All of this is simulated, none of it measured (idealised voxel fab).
process module | voxel trench capacitor
cross-section cut | 190 nm wide | cells 5 nm
A cross-section is a grid of square cells, given in bands from the top down. A band is one or more rows of cells.
Each band's line starts with the height of the band's top and of its bottom, in nm. Then come its materials from left to right, each with its width in nm. One material with "throughout" fills the band from edge to edge. "air" is empty space.
Height 0 is the level under which the wafer as received is all one material. The lowest band goes on downwards, as in "0 down".
A width such as "30 to 40" changes by the same amount from each row of cells to the next, from the band's top row to its bottom row.
"no change" after a step means that no cell of the cross-section changed.
closed voids: empty space of 8 cells or more with no open way to the top, each as width x height at its distance from the left edge, in nm
after a step's settings: what the simulator itself notes on the step
overlay nm, on a step with a mask: how far to the right of its planned place the mask lay; to the left if negative
plan
1 op RECEIVE | material Si
2 op CONFORMAL_DEP | material SiN | thk nm 5
3 op PATTERN | tone open | mask id TRENCH | material resist | width nm 25 | pitch nm 55 | thk nm 20 | overlay nm 0
4 op DIRECTIONAL_ETCH | etch materials SiN | depth nm 5
5 op DIRECTIONAL_ETCH | etch materials Si | depth nm 35
6 op STRIP | etch materials resist
7 op CONFORMAL_DEP | material HfO2 | thk nm 5
8 op CONFORMAL_DEP | material TiN | thk nm 5
9 op FILL_DEP | material W | thk nm 5
10 op CMP | height nm 5
first wafer, as planned
as received, after step 1
  0 down: Si throughout
  closed voids: none
after step 2
  5 to 0: SiN throughout
  below 0: unchanged
after step 3
  25 to 5: resist 55 | air 25 | resist 30 | air 25 | resist 55
  below 5: unchanged
after step 4
  25 to 5: resist 55 | air 25 | resist 30 | air 25 | resist 55
  5 to 0: SiN 55 | air 25 | SiN 30 | air 25 | SiN 55
  below 0: unchanged
after step 5
  25 to 5: resist 55 | air 25 | resist 30 | air 25 | resist 55
  5 to 0: SiN 55 | air 25 | SiN 30 | air 25 | SiN 55
  0 to -35: Si 55 | air 25 | Si 30 | air 25 | Si 55
  below -35: unchanged
after step 6
  5 to 0: SiN 55 | air 25 | SiN 30 | air 25 | SiN 55
  below 0: unchanged
after step 7
  10 to 5: HfO2 60 | air 15 | HfO2 40 | air 15 | HfO2 60
  5 to 0: SiN 55 | HfO2 5 | air 15 | HfO2 5 | SiN 30 | HfO2 5 | air 15 | HfO2 5 | SiN 55
  0 to -30: Si 55 | HfO2 5 | air 15 | HfO2 5 | Si 30 | HfO2 5 | air 15 | HfO2 5 | Si 55
  -30 to -35: Si 55 | HfO2 25 | Si 30 | HfO2 25 | Si 55
  below -35: unchanged
after step 8
  15 to 10: TiN 65 | air 5 | TiN 50 | air 5 | TiN 65
  10 to 5: HfO2 60 | TiN 5 | air 5 | TiN 5 | HfO2 40 | TiN 5 | air 5 | TiN 5 | HfO2 60
  5 to 0: SiN 55 | HfO2 5 | TiN 5 | air 5 | TiN 5 | HfO2 5 | SiN 30 | HfO2 5 | TiN 5 | air 5 | TiN 5 | HfO2 5 | SiN 55
  0 to -25: Si 55 | HfO2 5 | TiN 5 | air 5 | TiN 5 | HfO2 5 | Si 30 | HfO2 5 | TiN 5 | air 5 | TiN 5 | HfO2 5 | Si 55
  -25 to -30: Si 55 | HfO2 5 | TiN 15 | HfO2 5 | Si 30 | HfO2 5 | TiN 15 | HfO2 5 | Si 55
  below -30: unchanged
after step 9
  20 to 15: W throughout
  15 to 10: TiN 65 | W 5 | TiN 50 | W 5 | TiN 65
  10 to 5: HfO2 60 | TiN 5 | W 5 | TiN 5 | HfO2 40 | TiN 5 | W 5 | TiN 5 | HfO2 60
  5 to 0: SiN 55 | HfO2 5 | TiN 5 | W 5 | TiN 5 | HfO2 5 | SiN 30 | HfO2 5 | TiN 5 | W 5 | TiN 5 | HfO2 5 | SiN 55
  0 to -25: Si 55 | HfO2 5 | TiN 5 | W 5 | TiN 5 | HfO2 5 | Si 30 | HfO2 5 | TiN 5 | W 5 | TiN 5 | HfO2 5 | Si 55
  below -25: unchanged
after step 10
  5 to 0: SiN 55 | HfO2 5 | TiN 5 | W 5 | TiN 5 | HfO2 5 | SiN 30 | HfO2 5 | TiN 5 | W 5 | TiN 5 | HfO2 5 | SiN 55
  below 0: unchanged
second wafer: like start, like plan, one mistake. Through step 6 it matches the first wafer
when step 7 should have ended
  10 to 5: TiN 60 | air 15 | TiN 40 | air 15 | TiN 60
  5 to 0: SiN 55 | TiN 5 | air 15 | TiN 5 | SiN 30 | TiN 5 | air 15 | TiN 5 | SiN 55
  0 to -30: Si 55 | TiN 5 | air 15 | TiN 5 | Si 30 | TiN 5 | air 15 | TiN 5 | Si 55
  -30 to -35: Si 55 | TiN 25 | Si 30 | TiN 25 | Si 55
  below -35: unchanged
when step 8 should have ended
  15 to 10: HfO2 65 | air 5 | HfO2 50 | air 5 | HfO2 65
  10 to 5: TiN 60 | HfO2 5 | air 5 | HfO2 5 | TiN 40 | HfO2 5 | air 5 | HfO2 5 | TiN 60
  5 to 0: SiN 55 | TiN 5 | HfO2 5 | air 5 | HfO2 5 | TiN 5 | SiN 30 | TiN 5 | HfO2 5 | air 5 | HfO2 5 | TiN 5 | SiN 55
  0 to -25: Si 55 | TiN 5 | HfO2 5 | air 5 | HfO2 5 | TiN 5 | Si 30 | TiN 5 | HfO2 5 | air 5 | HfO2 5 | TiN 5 | Si 55
  -25 to -30: Si 55 | TiN 5 | HfO2 15 | TiN 5 | Si 30 | TiN 5 | HfO2 15 | TiN 5 | Si 55
  below -30: unchanged
when step 9 should have ended
  20 to 15: W throughout
  15 to 10: HfO2 65 | W 5 | HfO2 50 | W 5 | HfO2 65
  10 to 5: TiN 60 | HfO2 5 | W 5 | HfO2 5 | TiN 40 | HfO2 5 | W 5 | HfO2 5 | TiN 60
  5 to 0: SiN 55 | TiN 5 | HfO2 5 | W 5 | HfO2 5 | TiN 5 | SiN 30 | TiN 5 | HfO2 5 | W 5 | HfO2 5 | TiN 5 | SiN 55
  0 to -25: Si 55 | TiN 5 | HfO2 5 | W 5 | HfO2 5 | TiN 5 | Si 30 | TiN 5 | HfO2 5 | W 5 | HfO2 5 | TiN 5 | Si 55
  below -25: unchanged
when step 10 should have ended
  5 to 0: SiN 55 | TiN 5 | HfO2 5 | W 5 | HfO2 5 | TiN 5 | SiN 30 | TiN 5 | HfO2 5 | W 5 | HfO2 5 | TiN 5 | SiN 55
  below 0: unchanged
what went wrong: steps 7 and 8 were swapped
at the end the second wafer has, in cells: 8 fewer of HfO2 | 8 more of TiN
